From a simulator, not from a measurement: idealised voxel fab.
This section sets out a process module, namely voxel capacitor over wiring.
Xsec cut, 145 nm wide, square cell size 5 nm.
When this document writes out a cross-section, it uses a grid of square cells and lists it as bands, beginning at the top and moving down, with a band standing for one or more rows of cells.
Within each band entry, the heights of the top and of the bottom of the band appear first, in that order and in nm; the materials of the band then follow from left to right, each with its corresponding width in nm. The designation "edge to edge" on a single material indicates that it fills the band from edge to edge; the designation "empty" indicates empty space.
Heads up on the height convention: 0 is the point under which the incoming wafer is all one material, and the lowest band has no bottom, it just keeps going down, like "z 0 and below".
The width entry "30..40" should be interpreted row by row: the top row of cells in the band takes the first number, the bottom row takes the second number, and the change between adjacent rows is uniform throughout.
The cross-section has no changed cell in any step marked "changes: none".
"Closed-off voids" lists enclosed empty spaces (at least 8 cells, no open path upward to the top), each as width x height at distance from the left edge, in nm.
Note: text after step settings on the step line = simulator remark on that step.
overlay nm: on a step with a mask, how far right of its planned place the mask lay; negative means left.

The steps planned for the process are as follows:
| 1 | RECEIVE,material Si |
| 2 | CONFORMAL_DEP,material SiO2,thk nm 15 |
| 3 | DIRECTIONAL_DEP,material TiN,thk nm 5 |
| 4 | DIRECTIONAL_DEP,material Ru,thk nm 15 |
| 5 | PATTERN,tone cover,mask id METAL_1,material resist,width nm 25,pitch nm 75,thk nm 20,overlay nm 0 |
| 6 | DIRECTIONAL_ETCH,etch materials Ru,depth nm 15 |
| 7 | DIRECTIONAL_ETCH,etch materials TiN,depth nm 5 |
| 8 | STRIP,etch materials resist |
| 9 | FILL_DEP,material SiO2,thk nm 10 |
| 10 | CMP,height nm 35 |
| 11 | CONFORMAL_DEP,material SiCN,thk nm 5 |
| 12 | DIRECTIONAL_DEP,material SiO2,thk nm 10 |
| 13 | DIRECTIONAL_DEP,material aC,thk nm 15 |
| 14 | PATTERN,tone open,mask id PLUG_1,material resist,width nm 15,thk nm 30,overlay nm 0 |
| 15 | DIRECTIONAL_ETCH,etch materials aC,depth nm 15 |
| 16 | STRIP,etch materials resist |
| 17 | DIRECTIONAL_ETCH,etch materials SiO2,depth nm 10 |
| 18 | DIRECTIONAL_ETCH,etch materials SiCN,depth nm 5 |
| 19 | STRIP,etch materials aC |
| 20 | CONFORMAL_DEP,material TiN,thk nm 5 |
| 21 | FILL_DEP,material W,thk nm 5 |
| 22 | CMP,height nm 50 |
| 23 | DIRECTIONAL_DEP,material TiN,thk nm 5 |
| 24 | DIRECTIONAL_DEP,material Al2O3,thk nm 5 |
| 25 | DIRECTIONAL_DEP,material TiN,thk nm 10 |
| 26 | DIRECTIONAL_DEP,material aC,thk nm 10 |
| 27 | PATTERN,tone cover,mask id UPPER_PLATE,material resist,width nm 55,thk nm 25,overlay nm 0 |
| 28 | DIRECTIONAL_ETCH,etch materials aC,depth nm 10 |
| 29 | STRIP,etch materials resist |
| 30 | DIRECTIONAL_ETCH,etch materials TiN,depth nm 10 |
| 31 | DIRECTIONAL_ETCH,etch materials Al2O3,depth nm 5 |
| 32 | STRIP,etch materials aC |
| 33 | PATTERN,tone cover,mask id LOWER_PLATE,material resist,width nm 65,thk nm 15,overlay nm 0 |
| 34 | DIRECTIONAL_ETCH,etch materials TiN,depth nm 5 |
| 35 | STRIP,etch materials resist |
| 36 | FILL_DEP,material SiO2,thk nm 20 |
| 37 | CMP,height nm 85 |
| 38 | PATTERN,tone open,mask id PLUG_2,material resist,width nm 15,thk nm 20,overlay nm 0 |
| 39 | DIRECTIONAL_ETCH,etch materials SiO2,depth nm 15 |
| 40 | STRIP,etch materials resist |
| 41 | CONFORMAL_DEP,material TiN,thk nm 5 |
| 42 | FILL_DEP,material Ru,thk nm 5 |
| 43 | CMP,height nm 85 |
| 44 | CONFORMAL_DEP,material SiN,thk nm 5 |

The first wafer of two, processed as planned:

Cross-section: wafer on arrival = after step 1:
  z 0 and below | Si edge to edge
  Closed-off voids: none

The wafer, seen in cross-section, after step 2:
  z 15 to 0 | SiO2 edge to edge
  All layers under 0 are left as they were.

The wafer, seen in cross-section, after step 3:
  z 20 to 15 | TiN edge to edge
  All layers under 15 are left as they were.

The wafer, seen in cross-section, after step 4:
  z 35 to 20 | Ru edge to edge
  All layers under 20 are left as they were.

The wafer, seen in cross-section, after step 5:
  z 55 to 35 | empty (20); resist (25); empty (50); resist (25); empty (25)
  All layers under 35 are left as they were.

The wafer, seen in cross-section, after step 6:
  z 55 to 35 | empty (20); resist (25); empty (50); resist (25); empty (25)
  z 35 to 20 | empty (20); Ru (25); empty (50); Ru (25); empty (25)
  All layers under 20 are left as they were.

The wafer, seen in cross-section, after step 7:
  z 55 to 35 | empty (20); resist (25); empty (50); resist (25); empty (25)
  z 35 to 20 | empty (20); Ru (25); empty (50); Ru (25); empty (25)
  z 20 to 15 | empty (20); TiN (25); empty (50); TiN (25); empty (25)
  All layers under 15 are left as they were.

The wafer, seen in cross-section, after step 8:
  z 35 to 20 | empty (20); Ru (25); empty (50); Ru (25); empty (25)
  All layers under 20 are left as they were.

The wafer, seen in cross-section, after step 9:
  z 45 to 35 | SiO2 edge to edge
  z 35 to 20 | SiO2 (20); Ru (25); SiO2 (50); Ru (25); SiO2 (25)
  z 20 to 15 | SiO2 (20); TiN (25); SiO2 (50); TiN (25); SiO2 (25)
  All layers under 15 are left as they were.

The wafer, seen in cross-section, after step 10:
  z 35 to 20 | SiO2 (20); Ru (25); SiO2 (50); Ru (25); SiO2 (25)
  All layers under 20 are left as they were.

The wafer, seen in cross-section, after step 11:
  z 40 to 35 | SiCN edge to edge
  All layers under 35 are left as they were.

The wafer, seen in cross-section, after step 12:
  z 50 to 40 | SiO2 edge to edge
  All layers under 40 are left as they were.

The wafer, seen in cross-section, after step 13:
  z 65 to 50 | aC edge to edge
  All layers under 50 are left as they were.

The wafer, seen in cross-section, after step 14:
  z 95 to 65 | resist (30); empty (15); resist (100)
  All layers under 65 are left as they were.

The wafer, seen in cross-section, after step 15:
  z 80 to 65 | resist (30); empty (15); resist (100)
  z 65 to 50 | aC (30); empty (15); aC (100)
  All layers under 50 are left as they were.

The wafer, seen in cross-section, after step 16:
  z 65 to 50 | aC (30); empty (15); aC (100)
  All layers under 50 are left as they were.

The wafer, seen in cross-section, after step 17:
  z 65 to 50 | aC (30); empty (15); aC (100)
  z 50 to 40 | SiO2 (30); empty (15); SiO2 (100)
  All layers under 40 are left as they were.

The wafer, seen in cross-section, after step 18:
  z 65 to 50 | aC (30); empty (15); aC (100)
  z 50 to 40 | SiO2 (30); empty (15); SiO2 (100)
  z 40 to 35 | SiCN (30); empty (15); SiCN (100)
  All layers under 35 are left as they were.

The wafer, seen in cross-section, after step 19:
  z 50 to 40 | SiO2 (30); empty (15); SiO2 (100)
  All layers under 40 are left as they were.

The wafer, seen in cross-section, after step 20:
  z 55 to 50 | TiN (35); empty (5); TiN (105)
  z 50 to 40 | SiO2 (30); TiN (5); empty (5); TiN (5); SiO2 (100)
  z 40 to 35 | SiCN (30); TiN (15); SiCN (100)
  All layers under 35 are left as they were.

The wafer, seen in cross-section, after step 21:
  z 60 to 55 | W edge to edge
  z 55 to 50 | TiN (35); W (5); TiN (105)
  z 50 to 40 | SiO2 (30); TiN (5); W (5); TiN (5); SiO2 (100)
  All layers under 40 are left as they were.

The wafer, seen in cross-section, after step 22:
  z 50 to 40 | SiO2 (30); TiN (5); W (5); TiN (5); SiO2 (100)
  All layers under 40 are left as they were.

The wafer, seen in cross-section, after step 23:
  z 55 to 50 | TiN edge to edge
  All layers under 50 are left as they were.

The wafer, seen in cross-section, after step 24:
  z 60 to 55 | Al2O3 edge to edge
  All layers under 55 are left as they were.

The wafer, seen in cross-section, after step 25:
  z 70 to 60 | TiN edge to edge
  All layers under 60 are left as they were.

The wafer, seen in cross-section, after step 26:
  z 80 to 70 | aC edge to edge
  All layers under 70 are left as they were.

The wafer, seen in cross-section, after step 27:
  z 105 to 80 | empty (30); resist (55); empty (60)
  All layers under 80 are left as they were.

The wafer, seen in cross-section, after step 28:
  z 95 to 80 | empty (30); resist (55); empty (60)
  z 80 to 70 | empty (30); aC (55); empty (60)
  All layers under 70 are left as they were.

The wafer, seen in cross-section, after step 29:
  z 80 to 70 | empty (30); aC (55); empty (60)
  All layers under 70 are left as they were.

The wafer, seen in cross-section, after step 30:
  z 80 to 70 | empty (30); aC (55); empty (60)
  z 70 to 60 | empty (30); TiN (55); empty (60)
  All layers under 60 are left as they were.

The wafer, seen in cross-section, after step 31:
  z 80 to 70 | empty (30); aC (55); empty (60)
  z 70 to 60 | empty (30); TiN (55); empty (60)
  z 60 to 55 | empty (30); Al2O3 (55); empty (60)
  All layers under 55 are left as they were.

The wafer, seen in cross-section, after step 32:
  z 70 to 60 | empty (30); TiN (55); empty (60)
  All layers under 60 are left as they were.

The wafer, seen in cross-section, after step 33:
  z 85 to 70 | empty (25); resist (65); empty (55)
  z 70 to 60 | empty (25); resist (5); TiN (55); resist (5); empty (55)
  z 60 to 55 | empty (25); resist (5); Al2O3 (55); resist (5); empty (55)
  All layers under 55 are left as they were.

The wafer, seen in cross-section, after step 34:
  z 85 to 70 | empty (25); resist (65); empty (55)
  z 70 to 60 | empty (25); resist (5); TiN (55); resist (5); empty (55)
  z 60 to 55 | empty (25); resist (5); Al2O3 (55); resist (5); empty (55)
  z 55 to 50 | empty (25); TiN (65); empty (55)
  All layers under 50 are left as they were.

The wafer, seen in cross-section, after step 35:
  z 70 to 60 | empty (30); TiN (55); empty (60)
  z 60 to 55 | empty (30); Al2O3 (55); empty (60)
  All layers under 55 are left as they were.

The wafer, seen in cross-section, after step 36:
  z 90 to 70 | SiO2 edge to edge
  z 70 to 60 | SiO2 (30); TiN (55); SiO2 (60)
  z 60 to 55 | SiO2 (30); Al2O3 (55); SiO2 (60)
  z 55 to 50 | SiO2 (25); TiN (65); SiO2 (55)
  All layers under 50 are left as they were.

The wafer, seen in cross-section, after step 37:
  z 85 to 70 | SiO2 edge to edge
  All layers under 70 are left as they were.

The wafer, seen in cross-section, after step 38:
  z 105 to 85 | resist (40); empty (15); resist (90)
  All layers under 85 are left as they were.

The wafer, seen in cross-section, after step 39:
  z 105 to 85 | resist (40); empty (15); resist (90)
  z 85 to 70 | SiO2 (40); empty (15); SiO2 (90)
  All layers under 70 are left as they were.

The wafer, seen in cross-section, after step 40:
  z 85 to 70 | SiO2 (40); empty (15); SiO2 (90)
  All layers under 70 are left as they were.

The wafer, seen in cross-section, after step 41:
  z 90 to 85 | TiN (45); empty (5); TiN (95)
  z 85 to 75 | SiO2 (40); TiN (5); empty (5); TiN (5); SiO2 (90)
  z 75 to 70 | SiO2 (40); TiN (15); SiO2 (90)
  All layers under 70 are left as they were.

The wafer, seen in cross-section, after step 42:
  z 95 to 90 | Ru edge to edge
  z 90 to 85 | TiN (45); Ru (5); TiN (95)
  z 85 to 75 | SiO2 (40); TiN (5); Ru (5); TiN (5); SiO2 (90)
  All layers under 75 are left as they were.

The wafer, seen in cross-section, after step 43:
  z 85 to 75 | SiO2 (40); TiN (5); Ru (5); TiN (5); SiO2 (90)
  All layers under 75 are left as they were.

The wafer, seen in cross-section, after step 44:
  z 90 to 85 | SiN edge to edge
  All layers under 85 are left as they were.

Regarding the second of the two wafers: it shared the first wafer's starting condition and process plan, yet one error occurred during its execution. Its history coincides with that of the first wafer up to and including step 2:

Second wafer shown in cross-section at the time step 3 was slated to end: changes: none

Second wafer shown in cross-section at the time step 4 was slated to end:
  z 30 to 15 | Ru edge to edge
  All layers under 15 are left as they were.

Second wafer shown in cross-section at the time step 5 was slated to end:
  z 50 to 30 | empty (20); resist (25); empty (50); resist (25); empty (25)
  All layers under 30 are left as they were.

Second wafer shown in cross-section at the time step 6 was slated to end:
  z 50 to 30 | empty (20); resist (25); empty (50); resist (25); empty (25)
  z 30 to 15 | empty (20); Ru (25); empty (50); Ru (25); empty (25)
  All layers under 15 are left as they were.

Second wafer shown in cross-section at the time step 7 was slated to end: changes: none

Second wafer shown in cross-section at the time step 8 was slated to end:
  z 30 to 15 | empty (20); Ru (25); empty (50); Ru (25); empty (25)
  All layers under 15 are left as they were.

Second wafer shown in cross-section at the time step 9 was slated to end:
  z 40 to 30 | SiO2 edge to edge
  z 30 to 15 | SiO2 (20); Ru (25); SiO2 (50); Ru (25); SiO2 (25)
  All layers under 15 are left as they were.

Second wafer shown in cross-section at the time step 10 was slated to end:
  z 35 to 30 | SiO2 edge to edge
  All layers under 30 are left as they were.

Second wafer shown in cross-section at the time step 11 was slated to end:
  z 40 to 35 | SiCN edge to edge
  All layers under 35 are left as they were.

Second wafer shown in cross-section at the time step 12 was slated to end:
  z 50 to 40 | SiO2 edge to edge
  All layers under 40 are left as they were.

Second wafer shown in cross-section at the time step 13 was slated to end:
  z 65 to 50 | aC edge to edge
  All layers under 50 are left as they were.

Second wafer shown in cross-section at the time step 14 was slated to end:
  z 95 to 65 | resist (30); empty (15); resist (100)
  All layers under 65 are left as they were.

Second wafer shown in cross-section at the time step 15 was slated to end:
  z 80 to 65 | resist (30); empty (15); resist (100)
  z 65 to 50 | aC (30); empty (15); aC (100)
  All layers under 50 are left as they were.

Second wafer shown in cross-section at the time step 16 was slated to end:
  z 65 to 50 | aC (30); empty (15); aC (100)
  All layers under 50 are left as they were.

Second wafer shown in cross-section at the time step 17 was slated to end:
  z 65 to 50 | aC (30); empty (15); aC (100)
  z 50 to 40 | SiO2 (30); empty (15); SiO2 (100)
  All layers under 40 are left as they were.

Second wafer shown in cross-section at the time step 18 was slated to end:
  z 65 to 50 | aC (30); empty (15); aC (100)
  z 50 to 40 | SiO2 (30); empty (15); SiO2 (100)
  z 40 to 35 | SiCN (30); empty (15); SiCN (100)
  All layers under 35 are left as they were.

Second wafer shown in cross-section at the time step 19 was slated to end:
  z 50 to 40 | SiO2 (30); empty (15); SiO2 (100)
  All layers under 40 are left as they were.

Second wafer shown in cross-section at the time step 20 was slated to end:
  z 55 to 50 | TiN (35); empty (5); TiN (105)
  z 50 to 40 | SiO2 (30); TiN (5); empty (5); TiN (5); SiO2 (100)
  z 40 to 35 | SiCN (30); TiN (15); SiCN (100)
  All layers under 35 are left as they were.

Second wafer shown in cross-section at the time step 21 was slated to end:
  z 60 to 55 | W edge to edge
  z 55 to 50 | TiN (35); W (5); TiN (105)
  z 50 to 40 | SiO2 (30); TiN (5); W (5); TiN (5); SiO2 (100)
  All layers under 40 are left as they were.

Second wafer shown in cross-section at the time step 22 was slated to end:
  z 50 to 40 | SiO2 (30); TiN (5); W (5); TiN (5); SiO2 (100)
  All layers under 40 are left as they were.

Second wafer shown in cross-section at the time step 23 was slated to end:
  z 55 to 50 | TiN edge to edge
  All layers under 50 are left as they were.

Second wafer shown in cross-section at the time step 24 was slated to end:
  z 60 to 55 | Al2O3 edge to edge
  All layers under 55 are left as they were.

Second wafer shown in cross-section at the time step 25 was slated to end:
  z 70 to 60 | TiN edge to edge
  All layers under 60 are left as they were.

Second wafer shown in cross-section at the time step 26 was slated to end:
  z 80 to 70 | aC edge to edge
  All layers under 70 are left as they were.

Second wafer shown in cross-section at the time step 27 was slated to end:
  z 105 to 80 | empty (30); resist (55); empty (60)
  All layers under 80 are left as they were.

Second wafer shown in cross-section at the time step 28 was slated to end:
  z 95 to 80 | empty (30); resist (55); empty (60)
  z 80 to 70 | empty (30); aC (55); empty (60)
  All layers under 70 are left as they were.

Second wafer shown in cross-section at the time step 29 was slated to end:
  z 80 to 70 | empty (30); aC (55); empty (60)
  All layers under 70 are left as they were.

Second wafer shown in cross-section at the time step 30 was slated to end:
  z 80 to 70 | empty (30); aC (55); empty (60)
  z 70 to 60 | empty (30); TiN (55); empty (60)
  All layers under 60 are left as they were.

Second wafer shown in cross-section at the time step 31 was slated to end:
  z 80 to 70 | empty (30); aC (55); empty (60)
  z 70 to 60 | empty (30); TiN (55); empty (60)
  z 60 to 55 | empty (30); Al2O3 (55); empty (60)
  All layers under 55 are left as they were.

Second wafer shown in cross-section at the time step 32 was slated to end:
  z 70 to 60 | empty (30); TiN (55); empty (60)
  All layers under 60 are left as they were.

Second wafer shown in cross-section at the time step 33 was slated to end:
  z 85 to 70 | empty (25); resist (65); empty (55)
  z 70 to 60 | empty (25); resist (5); TiN (55); resist (5); empty (55)
  z 60 to 55 | empty (25); resist (5); Al2O3 (55); resist (5); empty (55)
  All layers under 55 are left as they were.

Second wafer shown in cross-section at the time step 34 was slated to end:
  z 85 to 70 | empty (25); resist (65); empty (55)
  z 70 to 60 | empty (25); resist (5); TiN (55); resist (5); empty (55)
  z 60 to 55 | empty (25); resist (5); Al2O3 (55); resist (5); empty (55)
  z 55 to 50 | empty (25); TiN (65); empty (55)
  All layers under 50 are left as they were.

Second wafer shown in cross-section at the time step 35 was slated to end:
  z 70 to 60 | empty (30); TiN (55); empty (60)
  z 60 to 55 | empty (30); Al2O3 (55); empty (60)
  All layers under 55 are left as they were.

Second wafer shown in cross-section at the time step 36 was slated to end:
  z 90 to 70 | SiO2 edge to edge
  z 70 to 60 | SiO2 (30); TiN (55); SiO2 (60)
  z 60 to 55 | SiO2 (30); Al2O3 (55); SiO2 (60)
  z 55 to 50 | SiO2 (25); TiN (65); SiO2 (55)
  All layers under 50 are left as they were.

Second wafer shown in cross-section at the time step 37 was slated to end:
  z 85 to 70 | SiO2 edge to edge
  All layers under 70 are left as they were.

Second wafer shown in cross-section at the time step 38 was slated to end:
  z 105 to 85 | resist (40); empty (15); resist (90)
  All layers under 85 are left as they were.

Second wafer shown in cross-section at the time step 39 was slated to end:
  z 105 to 85 | resist (40); empty (15); resist (90)
  z 85 to 70 | SiO2 (40); empty (15); SiO2 (90)
  All layers under 70 are left as they were.

Second wafer shown in cross-section at the time step 40 was slated to end:
  z 85 to 70 | SiO2 (40); empty (15); SiO2 (90)
  All layers under 70 are left as they were.

Second wafer shown in cross-section at the time step 41 was slated to end:
  z 90 to 85 | TiN (45); empty (5); TiN (95)
  z 85 to 75 | SiO2 (40); TiN (5); empty (5); TiN (5); SiO2 (90)
  z 75 to 70 | SiO2 (40); TiN (15); SiO2 (90)
  All layers under 70 are left as they were.

Second wafer shown in cross-section at the time step 42 was slated to end:
  z 95 to 90 | Ru edge to edge
  z 90 to 85 | TiN (45); Ru (5); TiN (95)
  z 85 to 75 | SiO2 (40); TiN (5); Ru (5); TiN (5); SiO2 (90)
  All layers under 75 are left as they were.

Second wafer shown in cross-section at the time step 43 was slated to end:
  z 85 to 75 | SiO2 (40); TiN (5); Ru (5); TiN (5); SiO2 (90)
  All layers under 75 are left as they were.

Second wafer shown in cross-section at the time step 44 was slated to end:
  z 90 to 85 | SiN edge to edge
  All layers under 85 are left as they were.
What broke from the plan during processing? step 3 of the plan: omitted, not performed
Heads up, by the end the second wafer has more or fewer cells of some materials compared to the first: 10 more of SiO2 | 10 fewer of TiN
